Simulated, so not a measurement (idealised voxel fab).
voxel ribs on slabs: a process module
Square cells of 5 nm make up the cross-section cut, whose width is 170 nm.
Cross-section format: a grid of square cells, given as bands from top to bottom; each band is one or more rows of cells. In this notation a band is specified by the heights of its top and bottom, in that order and in nm, after which its materials appear from left to right, each paired with its width in nm. The word "throughout" attached to a single material means that material fills the band from edge to edge; the word "blank" stands for empty space. Heads up on the height convention: 0 is the point under which the incoming wafer is all one material, and the lowest band has no bottom, it just keeps going down, like "0 down". A width given as "30 to 40" starts at the first number in the band's top row and ends at the second number in its bottom row, shifting by an equal amount at every step from row to row. "identical to before" for a step: no cell of the cross-section changed in that step. The entry titled "Closed internal cavities" provides the empty spaces that have no open way to the top, restricted to those of 8 cells or more. Each is presented as width x height at distance, the distance being measured from the left edge, with all three in nm. Step line, after settings: the simulator's comment on this step. The setting "overlay nm" may be written on the line of a step. When the step uses a mask, the value reports how far to the right of the planned place the mask lay, and a negative value reports that it lay to the left.

Below is the list of planned process steps
1. RECEIVE: material Si
2. DIRECTIONAL_DEP: material SiO2, thk nm 30
3. DIRECTIONAL_DEP: material SiN, thk nm 15
4. PATTERN: tone cover, mask id RIB, material resist, width nm 30, thk nm 20, overlay nm 0
5. DIRECTIONAL_ETCH: etch materials SiN, depth nm 10
6. STRIP: etch materials resist
7. DIRECTIONAL_DEP: material aC, thk nm 10
8. PATTERN: tone cover, mask id SLAB, material resist, width nm 60, thk nm 25, overlay nm 0
9. DIRECTIONAL_ETCH: etch materials aC, depth nm 10
10. STRIP: etch materials resist
11. DIRECTIONAL_ETCH: etch materials SiN, depth nm 5
12. STRIP: etch materials aC
13. FILL_DEP: material SiO2, thk nm 30
14. CMP: height nm 65
15. DIRECTIONAL_DEP: material W, thk nm 5
16. PATTERN: tone cover, mask id HEATER, material resist, width nm 40, thk nm 20, overlay nm 0
17. DIRECTIONAL_ETCH: etch materials W, depth nm 5
18. STRIP: etch materials resist
19. CONFORMAL_DEP: material SiN, thk nm 10

First of two wafers, with the run carried out as planned

So this is the incoming wafer in cross-section - it's already been through step 1
> 0 down  Si throughout
> Closed internal cavities: none

The wafer, seen in cross-section, after step 2
> 30 to 0  SiO2 throughout
> Whatever lies below 0 is exactly as it was before.

The wafer, seen in cross-section, after step 3
> 45 to 30  SiN throughout
> Whatever lies below 30 is exactly as it was before.

The wafer, seen in cross-section, after step 4
> 65 to 45  blank: 70, resist: 30, blank: 70
> Whatever lies below 45 is exactly as it was before.

The wafer, seen in cross-section, after step 5
> 65 to 45  blank: 70, resist: 30, blank: 70
> 45 to 35  blank: 70, SiN: 30, blank: 70
> Whatever lies below 35 is exactly as it was before.

The wafer, seen in cross-section, after step 6
> 45 to 35  blank: 70, SiN: 30, blank: 70
> Whatever lies below 35 is exactly as it was before.

The wafer, seen in cross-section, after step 7
> 55 to 45  blank: 70, aC: 30, blank: 70
> 45 to 35  aC: 70, SiN: 30, aC: 70
> Whatever lies below 35 is exactly as it was before.

The wafer, seen in cross-section, after step 8
> 80 to 55  blank: 55, resist: 60, blank: 55
> 55 to 45  blank: 55, resist: 15, aC: 30, resist: 15, blank: 55
> Whatever lies below 45 is exactly as it was before.

The wafer, seen in cross-section, after step 9
> 70 to 55  blank: 55, resist: 60, blank: 55
> 55 to 45  blank: 55, resist: 15, aC: 30, resist: 15, blank: 55
> 45 to 35  blank: 55, aC: 15, SiN: 30, aC: 15, blank: 55
> Whatever lies below 35 is exactly as it was before.

The wafer, seen in cross-section, after step 10
> 55 to 45  blank: 70, aC: 30, blank: 70
> Whatever lies below 45 is exactly as it was before.

The wafer, seen in cross-section, after step 11
> 55 to 45  blank: 70, aC: 30, blank: 70
> 45 to 35  blank: 55, aC: 15, SiN: 30, aC: 15, blank: 55
> 35 to 30  blank: 55, SiN: 60, blank: 55
> Whatever lies below 30 is exactly as it was before.

The wafer, seen in cross-section, after step 12
> 45 to 35  blank: 70, SiN: 30, blank: 70
> Whatever lies below 35 is exactly as it was before.

The wafer, seen in cross-section, after step 13
> 75 to 45  SiO2 throughout
> 45 to 35  SiO2: 70, SiN: 30, SiO2: 70
> 35 to 30  SiO2: 55, SiN: 60, SiO2: 55
> Whatever lies below 30 is exactly as it was before.

The wafer, seen in cross-section, after step 14
> 65 to 45  SiO2 throughout
> Whatever lies below 45 is exactly as it was before.

The wafer, seen in cross-section, after step 15
> 70 to 65  W throughout
> Whatever lies below 65 is exactly as it was before.

The wafer, seen in cross-section, after step 16
> 90 to 70  blank: 65, resist: 40, blank: 65
> Whatever lies below 70 is exactly as it was before.

The wafer, seen in cross-section, after step 17
> 90 to 70  blank: 65, resist: 40, blank: 65
> 70 to 65  blank: 65, W: 40, blank: 65
> Whatever lies below 65 is exactly as it was before.

The wafer, seen in cross-section, after step 18
> 70 to 65  blank: 65, W: 40, blank: 65
> Whatever lies below 65 is exactly as it was before.

The wafer, seen in cross-section, after step 19
> 80 to 75  blank: 55, SiN: 60, blank: 55
> 75 to 70  SiN throughout
> 70 to 65  SiN: 65, W: 40, SiN: 65
> Whatever lies below 65 is exactly as it was before.

Second wafer: same start and same plan as the first, one execution error; identical to the first through step 2

Second wafer at the planned finish of step 3, seen in cross-section
> 50 to 30  SiN throughout
> Whatever lies below 30 is exactly as it was before.

Second wafer at the planned finish of step 4, seen in cross-section
> 70 to 50  blank: 70, resist: 30, blank: 70
> Whatever lies below 50 is exactly as it was before.

Second wafer at the planned finish of step 5, seen in cross-section
> 70 to 50  blank: 70, resist: 30, blank: 70
> 50 to 40  blank: 70, SiN: 30, blank: 70
> Whatever lies below 40 is exactly as it was before.

Second wafer at the planned finish of step 6, seen in cross-section
> 50 to 40  blank: 70, SiN: 30, blank: 70
> Whatever lies below 40 is exactly as it was before.

Second wafer at the planned finish of step 7, seen in cross-section
> 60 to 50  blank: 70, aC: 30, blank: 70
> 50 to 40  aC: 70, SiN: 30, aC: 70
> Whatever lies below 40 is exactly as it was before.

Second wafer at the planned finish of step 8, seen in cross-section
> 85 to 60  blank: 55, resist: 60, blank: 55
> 60 to 50  blank: 55, resist: 15, aC: 30, resist: 15, blank: 55
> Whatever lies below 50 is exactly as it was before.

Second wafer at the planned finish of step 9, seen in cross-section
> 75 to 60  blank: 55, resist: 60, blank: 55
> 60 to 50  blank: 55, resist: 15, aC: 30, resist: 15, blank: 55
> 50 to 40  blank: 55, aC: 15, SiN: 30, aC: 15, blank: 55
> Whatever lies below 40 is exactly as it was before.

Second wafer at the planned finish of step 10, seen in cross-section
> 60 to 50  blank: 70, aC: 30, blank: 70
> Whatever lies below 50 is exactly as it was before.

Second wafer at the planned finish of step 11, seen in cross-section
> 60 to 50  blank: 70, aC: 30, blank: 70
> 50 to 40  blank: 55, aC: 15, SiN: 30, aC: 15, blank: 55
> 40 to 35  blank: 55, SiN: 60, blank: 55
> Whatever lies below 35 is exactly as it was before.

Second wafer at the planned finish of step 12, seen in cross-section
> 50 to 40  blank: 70, SiN: 30, blank: 70
> Whatever lies below 40 is exactly as it was before.

Second wafer at the planned finish of step 13, seen in cross-section
> 80 to 50  SiO2 throughout
> 50 to 40  SiO2: 70, SiN: 30, SiO2: 70
> 40 to 35  SiO2: 55, SiN: 60, SiO2: 55
> Whatever lies below 35 is exactly as it was before.

Second wafer at the planned finish of step 14, seen in cross-section
> 65 to 50  SiO2 throughout
> Whatever lies below 50 is exactly as it was before.

Second wafer at the planned finish of step 15, seen in cross-section
> 70 to 65  W throughout
> Whatever lies below 65 is exactly as it was before.

Second wafer at the planned finish of step 16, seen in cross-section
> 90 to 70  blank: 65, resist: 40, blank: 65
> Whatever lies below 70 is exactly as it was before.

Second wafer at the planned finish of step 17, seen in cross-section
> 90 to 70  blank: 65, resist: 40, blank: 65
> 70 to 65  blank: 65, W: 40, blank: 65
> Whatever lies below 65 is exactly as it was before.

Second wafer at the planned finish of step 18, seen in cross-section
> 70 to 65  blank: 65, W: 40, blank: 65
> Whatever lies below 65 is exactly as it was before.

Second wafer at the planned finish of step 19, seen in cross-section
> 80 to 75  blank: 55, SiN: 60, blank: 55
> 75 to 70  SiN throughout
> 70 to 65  SiN: 65, W: 40, SiN: 65
> Whatever lies below 65 is exactly as it was before.
In executing the process, a mistake was made relative to the plan: for step 3, the planned setting was not used; the step was instead run as DIRECTIONAL_DEP: material SiN, thk nm 20
The closing comparison, in cells, has the second wafer with more or fewer of some materials than the first: +34 SiN; -34 SiO2
